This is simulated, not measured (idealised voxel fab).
Module name: voxel wiring stack (process module)
Cross-sectional view cut (width: 235 nm; square cell size: 5 nm).
Bands, listed from the top down, are how a cross-section gets written in this document; the cross-section itself is a grid of square cells, and a band is one or more rows of them.
Band: top height; bottom height; in nm. Then, left to right: material with width in nm, for each material. "full width": a single material spanning edge to edge. "empty": empty space.
Ref level 0: as-received wafer is one material below here. Bottom band extends down with no lower bound ("0 down").
Quick explanation for "30..40": the width changes in equal steps down the rows of cells, from the first number in the band's top row to the second number in its bottom row.
A step reported as "no change" is a step in which no cell of the cross-section changed.
In the "Enclosed cavity list" entry, you get each enclosed empty space of 8 cells or more, one with no open way to the top, written width x height at distance, distance from the left edge, in nm.
Formally, on a step line, whatever follows the settings is a remark that the simulator itself makes on the step.
The setting "overlay nm" may be written on the line of a step. When the step uses a mask, the value reports how far to the right of the planned place the mask lay, and a negative value reports that it lay to the left.
Pairs follow: section before one process step, section after it down to the lowest changed band, step with settings underneath. Pairs may come from different runs of this module on the same starting wafer; continuity with the pair above only as stated in the "Cross-section, before" entry.

## Cross-section, before
	130 to 105  40 nm empty, then 30 nm Ru, then 30 nm empty, then 30 nm Ru, then 30 nm empty, then 30 nm Ru, then 45 nm empty
	105 to 100  40 nm empty, then 30 nm TiN, then 30 nm empty, then 30 nm TiN, then 30 nm empty, then 30 nm TiN, then 45 nm empty
	100 to 90  40 nm SiO2, then 5 nm TiN, then 5 nm W, then 5 nm TiN, then 45 nm SiO2, then 5 nm TiN, then 5 nm W, then 5 nm TiN, then 45 nm SiO2, then 5 nm TiN, then 5 nm W, then 5 nm TiN, then 60 nm SiO2
	90 to 85  40 nm SiCN, then 15 nm TiN, then 45 nm SiCN, then 15 nm TiN, then 45 nm SiCN, then 15 nm TiN, then 60 nm SiCN
	85 to 70  40 nm SiO2, then 5 nm TiN, then 20 nm W, then 5 nm TiN, then 30 nm SiO2, then 5 nm TiN, then 20 nm W, then 5 nm TiN, then 30 nm SiO2, then 5 nm TiN, then 20 nm W, then 5 nm TiN, then 45 nm SiO2
	70 to 65  40 nm SiCN, then 30 nm TiN, then 30 nm SiCN, then 30 nm TiN, then 30 nm SiCN, then 30 nm TiN, then 45 nm SiCN
	65 to 45  40 nm SiO2, then 5 nm TiN, then 5 nm W, then 5 nm TiN, then 105 nm SiO2, then 5 nm TiN, then 5 nm W, then 5 nm TiN, then 60 nm SiO2
	45 to 40  40 nm SiCN, then 15 nm TiN, then 105 nm SiCN, then 15 nm TiN, then 60 nm SiCN
	40 to 20  SiO2 full width
	20 to 15  TiN full width
	15 to 0  SiO2 full width
	0 down  Si full width
	Enclosed cavity list: none

## After the Step
	135 to 130  35 nm empty, then 40 nm SiN, then 20 nm empty, then 40 nm SiN, then 20 nm empty, then 40 nm SiN, then 40 nm empty
	130 to 105  35 nm empty, then 5 nm SiN, then 30 nm Ru, then 5 nm SiN, then 20 nm empty, then 5 nm SiN, then 30 nm Ru, then 5 nm SiN, then 20 nm empty, then 5 nm SiN, then 30 nm Ru, then 5 nm SiN, then 40 nm empty
	105 to 100  40 nm SiN, then 30 nm TiN, then 30 nm SiN, then 30 nm TiN, then 30 nm SiN, then 30 nm TiN, then 45 nm SiN
	Nothing below the height 100 has changed.
	Enclosed cavity list: none
What is the step between the two cross-sections above? CONFORMAL_DEP | material SiN | thk nm 5

Cross-section, before: unchanged from the after cross-section in the pair immediately above; refer to that figure.

## After the Step
	140 to 135  lowk full width
	135 to 130  35 nm lowk, then 40 nm SiN, then 20 nm lowk, then 40 nm SiN, then 20 nm lowk, then 40 nm SiN, then 40 nm lowk
	130 to 105  35 nm lowk, then 5 nm SiN, then 30 nm Ru, then 5 nm SiN, then 20 nm lowk, then 5 nm SiN, then 30 nm Ru, then 5 nm SiN, then 20 nm lowk, then 5 nm SiN, then 30 nm Ru, then 5 nm SiN, then 40 nm lowk
	Nothing below the height 105 has changed.
	Enclosed cavity list: none
What is the step between the two cross-sections above? FILL_DEP | material lowk | thk nm 5

Cross-section, before: unchanged from the after cross-section in the pair immediately above; refer to that figure.

## After the Step
	130 to 105  35 nm lowk, then 5 nm SiN, then 30 nm Ru, then 5 nm SiN, then 20 nm lowk, then 5 nm SiN, then 30 nm Ru, then 5 nm SiN, then 20 nm lowk, then 5 nm SiN, then 30 nm Ru, then 5 nm SiN, then 40 nm lowk
	Nothing below the height 105 has changed.
	Enclosed cavity list: none
What is the step between the two cross-sections above? CMP | height nm 130

Cross-section, before: unchanged from the after cross-section in the pair immediately above; refer to that figure.

## After the Step
	135 to 130  SiCN full width
	Nothing below the height 130 has changed.
	Enclosed cavity list: none
What is the step between the two cross-sections above? CONFORMAL_DEP | material SiCN | thk nm 5

## Cross-section, before
	65 to 45  SiO2 full width
	45 to 40  SiCN full width
	40 to 20  35 nm lowk, then 5 nm SiCN, then 30 nm W, then 5 nm SiCN, then 20 nm lowk, then 5 nm SiCN, then 30 nm W, then 5 nm SiCN, then 20 nm lowk, then 5 nm SiCN, then 30 nm W, then 5 nm SiCN, then 40 nm lowk
	20 to 15  40 nm SiCN, then 30 nm TiN, then 30 nm SiCN, then 30 nm TiN, then 30 nm SiCN, then 30 nm TiN, then 45 nm SiCN
	15 to 0  SiO2 full width
	0 down  Si full width
	Enclosed cavity list: none

## After the Step
	65 to 45  40 nm empty, then 15 nm SiO2, then 105 nm empty, then 15 nm SiO2, then 60 nm empty
	Nothing below the height 45 has changed.
	Enclosed cavity list: none
What is the step between the two cross-sections above? MASKED_ETCH | tone cover | mask id PLUG_1 | width nm 15 | pitch nm 120 | etch materials SiO2 | depth nm 20 | overlay nm 0

Cross-section, before: unchanged from the after cross-section in the pair immediately above; refer to that figure.

## After the Step
	70 to 65  35 nm empty, then 25 nm TiN, then 95 nm empty, then 25 nm TiN, then 55 nm empty
	65 to 50  35 nm empty, then 5 nm TiN, then 15 nm SiO2, then 5 nm TiN, then 95 nm empty, then 5 nm TiN, then 15 nm SiO2, then 5 nm TiN, then 55 nm empty
	50 to 45  40 nm TiN, then 15 nm SiO2, then 105 nm TiN, then 15 nm SiO2, then 60 nm TiN
	Nothing below the height 45 has changed.
	Enclosed cavity list: none
What is the step between the two cross-sections above? CONFORMAL_DEP | material TiN | thk nm 5

Cross-section, before: unchanged from the after cross-section in the pair immediately above; refer to that figure.

## After the Step
	75 to 70  W full width
	70 to 65  35 nm W, then 25 nm TiN, then 95 nm W, then 25 nm TiN, then 55 nm W
	65 to 50  35 nm W, then 5 nm TiN, then 15 nm SiO2, then 5 nm TiN, then 95 nm W, then 5 nm TiN, then 15 nm SiO2, then 5 nm TiN, then 55 nm W
	Nothing below the height 50 has changed.
	Enclosed cavity list: none
What is the step between the two cross-sections above? FILL_DEP | material W | thk nm 5

Cross-section, before: unchanged from the after cross-section in the pair immediately above; refer to that figure.

## After the Step
	65 to 50  35 nm W, then 5 nm TiN, then 15 nm SiO2, then 5 nm TiN, then 95 nm W, then 5 nm TiN, then 15 nm SiO2, then 5 nm TiN, then 55 nm W
	Nothing below the height 50 has changed.
	Enclosed cavity list: none
What is the step between the two cross-sections above? CMP | height nm 65

Cross-section, before: unchanged from the after cross-section in the pair immediately above; refer to that figure.

## After the Step
	70 to 65  SiCN full width
	Nothing below the height 65 has changed.
	Enclosed cavity list: none
What is the step between the two cross-sections above? CONFORMAL_DEP | material SiCN | thk nm 5

Cross-section, before: unchanged from the after cross-section in the pair immediately above; refer to that figure.

## After the Step
	85 to 70  SiO2 full width
	Nothing below the height 70 has changed.
	Enclosed cavity list: none
What is the step between the two cross-sections above? DIRECTIONAL_DEP | material SiO2 | thk nm 15

Cross-section, before: unchanged from the after cross-section in the pair immediately above; refer to that figure.

## After the Step
	105 to 85  40 nm resist, then 30 nm empty, then 30 nm resist, then 30 nm empty, then 30 nm resist, then 30 nm empty, then 45 nm resist
	Nothing below the height 85 has changed.
	Enclosed cavity list: none
What is the step between the two cross-sections above? PATTERN | tone open | mask id METAL_2 | material resist | width nm 30 | pitch nm 60 | thk nm 20 | overlay nm 0

Cross-section, before: unchanged from the after cross-section in the pair immediately above; refer to that figure.

## After the Step
	105 to 85  40 nm resist, then 30 nm empty, then 30 nm resist, then 30 nm empty, then 30 nm resist, then 30 nm empty, then 45 nm resist
	85 to 70  40 nm SiO2, then 30 nm empty, then 30 nm SiO2, then 30 nm empty, then 30 nm SiO2, then 30 nm empty, then 45 nm SiO2
	Nothing below the height 70 has changed.
	Enclosed cavity list: none
What is the step between the two cross-sections above? DIRECTIONAL_ETCH | etch materials SiO2 | depth nm 15

Cross-section, before: unchanged from the after cross-section in the pair immediately above; refer to that figure.

## After the Step
	105 to 85  40 nm resist, then 30 nm empty, then 30 nm resist, then 30 nm empty, then 30 nm resist, then 30 nm empty, then 45 nm resist
	85 to 70  40 nm SiO2, then 30 nm empty, then 30 nm SiO2, then 30 nm empty, then 30 nm SiO2, then 30 nm empty, then 45 nm SiO2
	70 to 65  40 nm SiCN, then 30 nm empty, then 30 nm SiCN, then 30 nm empty, then 30 nm SiCN, then 30 nm empty, then 45 nm SiCN
	Nothing below the height 65 has changed.
	Enclosed cavity list: none
What is the step between the two cross-sections above? DIRECTIONAL_ETCH | etch materials SiCN | depth nm 5

Cross-section, before: unchanged from the after cross-section in the pair immediately above; refer to that figure.

## After the Step
	85 to 70  40 nm SiO2, then 30 nm empty, then 30 nm SiO2, then 30 nm empty, then 30 nm SiO2, then 30 nm empty, then 45 nm SiO2
	Nothing below the height 70 has changed.
	Enclosed cavity list: none
What is the step between the two cross-sections above? STRIP | etch materials resist

Cross-section, before: unchanged from the after cross-section in the pair immediately above; refer to that figure.

## After the Step
	90 to 85  45 nm TiN, then 20 nm empty, then 40 nm TiN, then 20 nm empty, then 40 nm TiN, then 20 nm empty, then 50 nm TiN
	85 to 70  40 nm SiO2, then 5 nm TiN, then 20 nm empty, then 5 nm TiN, then 30 nm SiO2, then 5 nm TiN, then 20 nm empty, then 5 nm TiN, then 30 nm SiO2, then 5 nm TiN, then 20 nm empty, then 5 nm TiN, then 45 nm SiO2
	70 to 65  40 nm SiCN, then 30 nm TiN, then 30 nm SiCN, then 30 nm TiN, then 30 nm SiCN, then 30 nm TiN, then 45 nm SiCN
	Nothing below the height 65 has changed.
	Enclosed cavity list: none
What is the step between the two cross-sections above? CONFORMAL_DEP | material TiN | thk nm 5

Cross-section, before: unchanged from the after cross-section in the pair immediately above; refer to that figure.

## After the Step
	95 to 90  W full width
	90 to 85  45 nm TiN, then 20 nm W, then 40 nm TiN, then 20 nm W, then 40 nm TiN, then 20 nm W, then 50 nm TiN
	85 to 70  40 nm SiO2, then 5 nm TiN, then 20 nm W, then 5 nm TiN, then 30 nm SiO2, then 5 nm TiN, then 20 nm W, then 5 nm TiN, then 30 nm SiO2, then 5 nm TiN, then 20 nm W, then 5 nm TiN, then 45 nm SiO2
	Nothing below the height 70 has changed.
	Enclosed cavity list: none
What is the step between the two cross-sections above? FILL_DEP | material W | thk nm 5

Cross-section, before: unchanged from the after cross-section in the pair immediately above; refer to that figure.

## After the Step
	85 to 70  40 nm SiO2, then 5 nm TiN, then 20 nm W, then 5 nm TiN, then 30 nm SiO2, then 5 nm TiN, then 20 nm W, then 5 nm TiN, then 30 nm SiO2, then 5 nm TiN, then 20 nm W, then 5 nm TiN, then 45 nm SiO2
	Nothing below the height 70 has changed.
	Enclosed cavity list: none
What is the step between the two cross-sections above? CMP | height nm 85

Cross-section, before: unchanged from the after cross-section in the pair immediately above; refer to that figure.

## After the Step
	90 to 85  SiCN full width
	Nothing below the height 85 has changed.
	Enclosed cavity list: none
What is the step between the two cross-sections above? CONFORMAL_DEP | material SiCN | thk nm 5

Cross-section, before: unchanged from the after cross-section in the pair immediately above; refer to that figure.

## After the Step
	100 to 90  SiO2 full width
	Nothing below the height 90 has changed.
	Enclosed cavity list: none
What is the step between the two cross-sections above? DIRECTIONAL_DEP | material SiO2 | thk nm 10

Cross-section, before: unchanged from the after cross-section in the pair immediately above; refer to that figure.

## After the Step
	100 to 90  40 nm SiO2, then 15 nm empty, then 45 nm SiO2, then 15 nm empty, then 45 nm SiO2, then 15 nm empty, then 60 nm SiO2
	Nothing below the height 90 has changed.
	Enclosed cavity list: none
What is the step between the two cross-sections above? MASKED_ETCH | tone open | mask id PLUG_2 | width nm 15 | pitch nm 60 | etch materials SiO2 | depth nm 10 | overlay nm 0

Cross-section, before: unchanged from the after cross-section in the pair immediately above; refer to that figure.

## After the Step
	100 to 90  40 nm SiO2, then 15 nm empty, then 45 nm SiO2, then 15 nm empty, then 45 nm SiO2, then 15 nm empty, then 60 nm SiO2
	90 to 85  40 nm SiCN, then 15 nm empty, then 45 nm SiCN, then 15 nm empty, then 45 nm SiCN, then 15 nm empty, then 60 nm SiCN
	Nothing below the height 85 has changed.
	Enclosed cavity list: none
What is the step between the two cross-sections above? MASKED_ETCH | tone open | mask id PLUG_2 | width nm 15 | pitch nm 60 | etch materials SiCN | depth nm 5 | overlay nm 0

Cross-section, before: unchanged from the after cross-section in the pair immediately above; refer to that figure.

## After the Step
	105 to 100  45 nm TiN, then 5 nm empty, then 55 nm TiN, then 5 nm empty, then 55 nm TiN, then 5 nm empty, then 65 nm TiN
	100 to 90  40 nm SiO2, then 5 nm TiN, then 5 nm empty, then 5 nm TiN, then 45 nm SiO2, then 5 nm TiN, then 5 nm empty, then 5 nm TiN, then 45 nm SiO2, then 5 nm TiN, then 5 nm empty, then 5 nm TiN, then 60 nm SiO2
	90 to 85  40 nm SiCN, then 15 nm TiN, then 45 nm SiCN, then 15 nm TiN, then 45 nm SiCN, then 15 nm TiN, then 60 nm SiCN
	Nothing below the height 85 has changed.
	Enclosed cavity list: none
What is the step between the two cross-sections above? CONFORMAL_DEP | material TiN | thk nm 5

Cross-section, before: unchanged from the after cross-section in the pair immediately above; refer to that figure.

## After the Step
	110 to 105  W full width
	105 to 100  45 nm TiN, then 5 nm W, then 55 nm TiN, then 5 nm W, then 55 nm TiN, then 5 nm W, then 65 nm TiN
	100 to 90  40 nm SiO2, then 5 nm TiN, then 5 nm W, then 5 nm TiN, then 45 nm SiO2, then 5 nm TiN, then 5 nm W, then 5 nm TiN, then 45 nm SiO2, then 5 nm TiN, then 5 nm W, then 5 nm TiN, then 60 nm SiO2
	Nothing below the height 90 has changed.
	Enclosed cavity list: none
What is the step between the two cross-sections above? FILL_DEP | material W | thk nm 5

Cross-section, before: unchanged from the after cross-section in the pair immediately above; refer to that figure.

## After the Step
	100 to 90  40 nm SiO2, then 5 nm TiN, then 5 nm W, then 5 nm TiN, then 45 nm SiO2, then 5 nm TiN, then 5 nm W, then 5 nm TiN, then 45 nm SiO2, then 5 nm TiN, then 5 nm W, then 5 nm TiN, then 60 nm SiO2
	Nothing below the height 90 has changed.
	Enclosed cavity list: none
What is the step between the two cross-sections above? CMP | height nm 100

Cross-section, before: unchanged from the after cross-section in the pair immediately above; refer to that figure.

## After the Step
	105 to 100  TiN full width
	Nothing below the height 100 has changed.
	Enclosed cavity list: none
What is the step between the two cross-sections above? DIRECTIONAL_DEP | material TiN | thk nm 5

Cross-section, before: unchanged from the after cross-section in the pair immediately above; refer to that figure.

## After the Step
	130 to 105  Ru full width
	Nothing below the height 105 has changed.
	Enclosed cavity list: none
What is the step between the two cross-sections above? DIRECTIONAL_DEP | material Ru | thk nm 25

Cross-section, before: unchanged from the after cross-section in the pair immediately above; refer to that figure.

## After the Step
	130 to 105  40 nm empty, then 30 nm Ru, then 30 nm empty, then 30 nm Ru, then 30 nm empty, then 30 nm Ru, then 45 nm empty
	Nothing below the height 105 has changed.
	Enclosed cavity list: none
What is the step between the two cross-sections above? MASKED_ETCH | tone cover | mask id METAL_3 | width nm 30 | pitch nm 60 | etch materials Ru | depth nm 25 | overlay nm 0

Cross-section, before: unchanged from the after cross-section in the pair immediately above; refer to that figure.

## After the Step
	130 to 105  40 nm empty, then 30 nm Ru, then 30 nm empty, then 30 nm Ru, then 30 nm empty, then 30 nm Ru, then 45 nm empty
	105 to 100  40 nm empty, then 30 nm TiN, then 30 nm empty, then 30 nm TiN, then 30 nm empty, then 30 nm TiN, then 45 nm empty
	Nothing below the height 100 has changed.
	Enclosed cavity list: none
What is the step between the two cross-sections above? MASKED_ETCH | tone cover | mask id METAL_3 | width nm 30 | pitch nm 60 | etch materials TiN | depth nm 5 | overlay nm 0

Cross-section, before: unchanged from the after cross-section in the pair immediately above; refer to that figure.

## After the Step
	135 to 130  35 nm empty, then 40 nm SiN, then 20 nm empty, then 40 nm SiN, then 20 nm empty, then 40 nm SiN, then 40 nm empty
	130 to 105  35 nm empty, then 5 nm SiN, then 30 nm Ru, then 5 nm SiN, then 20 nm empty, then 5 nm SiN, then 30 nm Ru, then 5 nm SiN, then 20 nm empty, then 5 nm SiN, then 30 nm Ru, then 5 nm SiN, then 40 nm empty
	105 to 100  40 nm SiN, then 30 nm TiN, then 30 nm SiN, then 30 nm TiN, then 30 nm SiN, then 30 nm TiN, then 45 nm SiN
	Nothing below the height 100 has changed.
	Enclosed cavity list: none
What is the step between the two cross-sections above? CONFORMAL_DEP | material SiN | thk nm 5

Cross-section, before: unchanged from the after cross-section in the pair immediately above; refer to that figure.

## After the Step
	140 to 135  lowk full width
	135 to 130  35 nm lowk, then 40 nm SiN, then 20 nm lowk, then 40 nm SiN, then 20 nm lowk, then 40 nm SiN, then 40 nm lowk
	130 to 105  35 nm lowk, then 5 nm SiN, then 30 nm Ru, then 5 nm SiN, then 20 nm lowk, then 5 nm SiN, then 30 nm Ru, then 5 nm SiN, then 20 nm lowk, then 5 nm SiN, then 30 nm Ru, then 5 nm SiN, then 40 nm lowk
	Nothing below the height 105 has changed.
	Enclosed cavity list: none
What is the step between the two cross-sections above? FILL_DEP | material lowk | thk nm 5

Cross-section, before: unchanged from the after cross-section in the pair immediately above; refer to that figure.

## After the Step
	130 to 105  35 nm lowk, then 5 nm SiN, then 30 nm Ru, then 5 nm SiN, then 20 nm lowk, then 5 nm SiN, then 30 nm Ru, then 5 nm SiN, then 20 nm lowk, then 5 nm SiN, then 30 nm Ru, then 5 nm SiN, then 40 nm lowk
	Nothing below the height 105 has changed.
	Enclosed cavity list: none
What is the step between the two cross-sections above? CMP | height nm 130

Cross-section, before: unchanged from the after cross-section in the pair immediately above; refer to that figure.

## After the Step
	135 to 130  SiCN full width
	Nothing below the height 130 has changed.
	Enclosed cavity list: none
What is the step between the two cross-sections above? CONFORMAL_DEP | material SiCN | thk nm 5
